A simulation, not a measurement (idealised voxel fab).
Name of the process module below: voxel capacitor over wiring
Displayed cross-section: cut, width of 215 nm, square cells sized 5 nm.
When this document writes out a cross-section, it uses a grid of square cells and lists it as bands, beginning at the top and moving down, with a band standing for one or more rows of cells. Basically the band line says how high the top is and how high the bottom is, in nm, and then what's in it from left to right, every material with its width in nm. Empty space shows up as "blank", and if a single material carries "everywhere" it runs the full band edge to edge. The reference from which all heights are counted is 0, the level beneath which the as-received wafer is entirely one material; the lowest band, having no lower bound, proceeds downward and is written after the example "z 0 and below". Note: "30->40" means the width goes from the first number (top row of the band) to the second number (bottom row) in equal steps per row of cells. Basically "all unchanged" means that step didn't change any cell in the cross-section. "Voids, sealed" - sealed voids, min. 8 cells, no opening to top; format: width x height at distance (distance from left edge; nm throughout). Note: text after step settings on the step line = simulator remark on that step. "overlay nm" answers the question of how far to the right of plan the mask lay on a step that has a mask, and when it is negative the answer is to the left.
Listed below are the process steps as planned:
1,RECEIVE, material Si
2,CONFORMAL_DEP, material SiO2, thk nm 15
3,DIRECTIONAL_DEP, material TiN, thk nm 5
4,DIRECTIONAL_DEP, material W, thk nm 20
5,MASKED_ETCH, tone cover, mask id METAL_1, width nm 20, pitch nm 90, etch materials W, depth nm 20, overlay nm 0
6,MASKED_ETCH, tone cover, mask id METAL_1, width nm 20, pitch nm 90, etch materials TiN, depth nm 5, overlay nm 0
7,FILL_DEP, material SiO2, thk nm 10
8,CMP, height nm 40
9,CONFORMAL_DEP, material SiCN, thk nm 5
10,DIRECTIONAL_DEP, material SiO2, thk nm 15
11,MASKED_ETCH, tone open, mask id PLUG_1, width nm 15, etch materials SiO2, depth nm 15, overlay nm 0
12,MASKED_ETCH, tone open, mask id PLUG_1, width nm 15, etch materials SiCN, depth nm 5, overlay nm 0
13,CONFORMAL_DEP, material TiN, thk nm 5
14,FILL_DEP, material Ru, thk nm 5
15,CMP, height nm 60
16,DIRECTIONAL_DEP, material TiN, thk nm 5
17,DIRECTIONAL_DEP, material HfO2, thk nm 5
18,DIRECTIONAL_DEP, material TiN, thk nm 5
19,PATTERN, tone cover, mask id UPPER_PLATE, material resist, width nm 75, thk nm 20, overlay nm 0
20,DIRECTIONAL_ETCH, etch materials TiN, depth nm 5
21,DIRECTIONAL_ETCH, etch materials HfO2, depth nm 5
22,STRIP, etch materials resist
23,MASKED_ETCH, tone cover, mask id LOWER_PLATE, width nm 85, etch materials TiN, depth nm 5, overlay nm 0
24,FILL_DEP, material SiO2, thk nm 15
25,CMP, height nm 85
26,MASKED_ETCH, tone open, mask id PLUG_2, width nm 15, etch materials SiO2, depth nm 10, overlay nm 0
27,CONFORMAL_DEP, material TiN, thk nm 5
28,FILL_DEP, material W, thk nm 10
29,CMP, height nm 85
30,CONFORMAL_DEP, material SiN, thk nm 5
This is the cross-section of the wafer as we received it, i.e. after step 1:
z 0 and below  Si everywhere
Voids, sealed: none
The module was run from the start shown above using the plan shown above, but one mistake was made doing it; the resulting wafer cross-section is below:
z 90 to 85  HfO2 everywhere
z 85 to 80  SiO2: 65 | TiN: 5 | W: 5 | TiN: 5 | SiO2: 135
z 80 to 70  SiO2: 65->55 | TiN: 15->75 | SiO2: 135->85
z 70 to 65  SiO2: 55 | HfO2: 75 | SiO2: 85
z 65 to 60  SiO2: 50 | TiN: 85 | SiO2: 80
z 60 to 45  SiO2: 55 | TiN: 5 | Ru: 5 | TiN: 5 | SiO2: 145
z 45 to 40  SiCN: 55 | TiN: 15 | SiCN: 145
z 40 to 20  SiO2: 50 | W: 20 | SiO2: 70 | W: 20 | SiO2: 55
z 20 to 15  SiO2: 50 | TiN: 20 | SiO2: 70 | TiN: 20 | SiO2: 55
z 15 to 0  SiO2 everywhere
z 0 and below  Si everywhere
Voids, sealed: none
Run error: step 30 ran with different settings than intended, the actual operation and settings being CONFORMAL_DEP, material HfO2, thk nm 5
